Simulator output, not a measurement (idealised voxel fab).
process module | voxel capacitor over wiring
cross-section cut | 180 nm wide | cells 5 nm
A cross-section is a grid of square cells, given in bands from the top down. A band is one or more rows of cells.
Each band's line starts with the height of the band's top and of its bottom, in nm. Then come its materials from left to right, each with its width in nm. One material with "throughout" fills the band from edge to edge. "air" is empty space.
Height 0 is the level under which the wafer as received is all one material. The lowest band goes on downwards, as in "0 down".
A width such as "30 to 40" changes by the same amount from each row of cells to the next, from the band's top row to its bottom row.
"no change" after a step means that no cell of the cross-section changed.
closed voids: empty space of 8 cells or more with no open way to the top, each as width x height at its distance from the left edge, in nm
after a step's settings: what the simulator itself notes on the step
overlay nm, on a step with a mask: how far to the right of its planned place the mask lay; to the left if negative
plan
1 op RECEIVE | material Si
2 op CONFORMAL_DEP | material SiO2 | thk nm 15
3 op CONFORMAL_DEP | material SiN | thk nm 5
4 op DIRECTIONAL_DEP | material lowk | thk nm 15
5 op PATTERN | tone open | mask id METAL_1 | material resist | width nm 30 | pitch nm 85 | thk nm 20 | overlay nm 0
6 op DIRECTIONAL_ETCH | etch materials lowk | depth nm 15
7 op DIRECTIONAL_ETCH | etch materials SiN | depth nm 5
8 op STRIP | etch materials resist
9 op CONFORMAL_DEP | material TiN | thk nm 5
10 op FILL_DEP | material Ru | thk nm 10
11 op CMP | height nm 35
12 op CONFORMAL_DEP | material SiCN | thk nm 5
13 op DIRECTIONAL_DEP | material lowk | thk nm 15
14 op DIRECTIONAL_DEP | material aC | thk nm 10
15 op PATTERN | tone open | mask id PLUG_1 | material resist | width nm 15 | thk nm 25 | overlay nm 0
16 op DIRECTIONAL_ETCH | etch materials aC | depth nm 10
17 op STRIP | etch materials resist
18 op DIRECTIONAL_ETCH | etch materials lowk | depth nm 15
19 op DIRECTIONAL_ETCH | etch materials SiCN | depth nm 5
20 op STRIP | etch materials aC
21 op CONFORMAL_DEP | material TiN | thk nm 5
22 op FILL_DEP | material W | thk nm 10
23 op CMP | height nm 55
24 op DIRECTIONAL_DEP | material TiN | thk nm 5
25 op DIRECTIONAL_DEP | material Al2O3 | thk nm 5
26 op DIRECTIONAL_DEP | material TiN | thk nm 10
27 op PATTERN | tone cover | mask id UPPER_PLATE | material resist | width nm 60 | thk nm 15 | overlay nm 0
28 op DIRECTIONAL_ETCH | etch materials TiN | depth nm 10
29 op DIRECTIONAL_ETCH | etch materials Al2O3 | depth nm 5
30 op STRIP | etch materials resist
31 op MASKED_ETCH | tone cover | mask id LOWER_PLATE | width nm 70 | etch materials TiN | depth nm 5 | overlay nm 0
32 op FILL_DEP | material SiO2 | thk nm 20
33 op CMP | height nm 90
34 op MASKED_ETCH | tone open | mask id PLUG_2 | width nm 15 | etch materials SiO2 | depth nm 15 | overlay nm 0
35 op CONFORMAL_DEP | material TiN | thk nm 5
36 op FILL_DEP | material W | thk nm 10
37 op CMP | height nm 90
38 op CONFORMAL_DEP | material SiN | thk nm 5
as received, after step 1
  0 down: Si throughout
  closed voids: none
first wafer at the end, as planned
  95 to 90: SiN throughout
  90 to 80: SiO2 55 | TiN 5 | W 5 | TiN 5 | SiO2 110
  80 to 75: SiO2 55 | TiN 15 | SiO2 110
  75 to 65: SiO2 45 | TiN 60 | SiO2 75
  65 to 60: SiO2 45 | Al2O3 60 | SiO2 75
  60 to 55: SiO2 40 | TiN 70 | SiO2 70
  55 to 40: lowk 45 | TiN 5 | W 5 | TiN 5 | lowk 120
  40 to 35: SiCN 45 | TiN 15 | SiCN 120
  35 to 20: lowk 30 | TiN 5 | Ru 20 | TiN 5 | lowk 55 | TiN 5 | Ru 20 | TiN 5 | lowk 35
  20 to 15: SiN 30 | TiN 30 | SiN 55 | TiN 30 | SiN 35
  15 to 0: SiO2 throughout
  0 down: Si throughout
  closed voids: none
second wafer at the end: like start, like plan, one mistake
  110 to 105: SiN throughout
  105 to 95: W throughout
  95 to 90: TiN 60 | W 5 | TiN 115
  90 to 80: SiO2 55 | TiN 5 | W 5 | TiN 5 | SiO2 110
  80 to 75: SiO2 55 | TiN 15 | SiO2 110
  75 to 65: SiO2 45 | TiN 60 | SiO2 75
  65 to 60: SiO2 45 | Al2O3 60 | SiO2 75
  60 to 55: SiO2 40 | TiN 70 | SiO2 70
  55 to 40: lowk 45 | TiN 5 | W 5 | TiN 5 | lowk 120
  40 to 35: SiCN 45 | TiN 15 | SiCN 120
  35 to 20: lowk 30 | TiN 5 | Ru 20 | TiN 5 | lowk 55 | TiN 5 | Ru 20 | TiN 5 | lowk 35
  20 to 15: SiN 30 | TiN 30 | SiN 55 | TiN 30 | SiN 35
  15 to 0: SiO2 throughout
  0 down: Si throughout
  closed voids: none
what went wrong: step 37 was left out
at the end the second wafer has, in cells: 35 more of TiN | 73 more of W
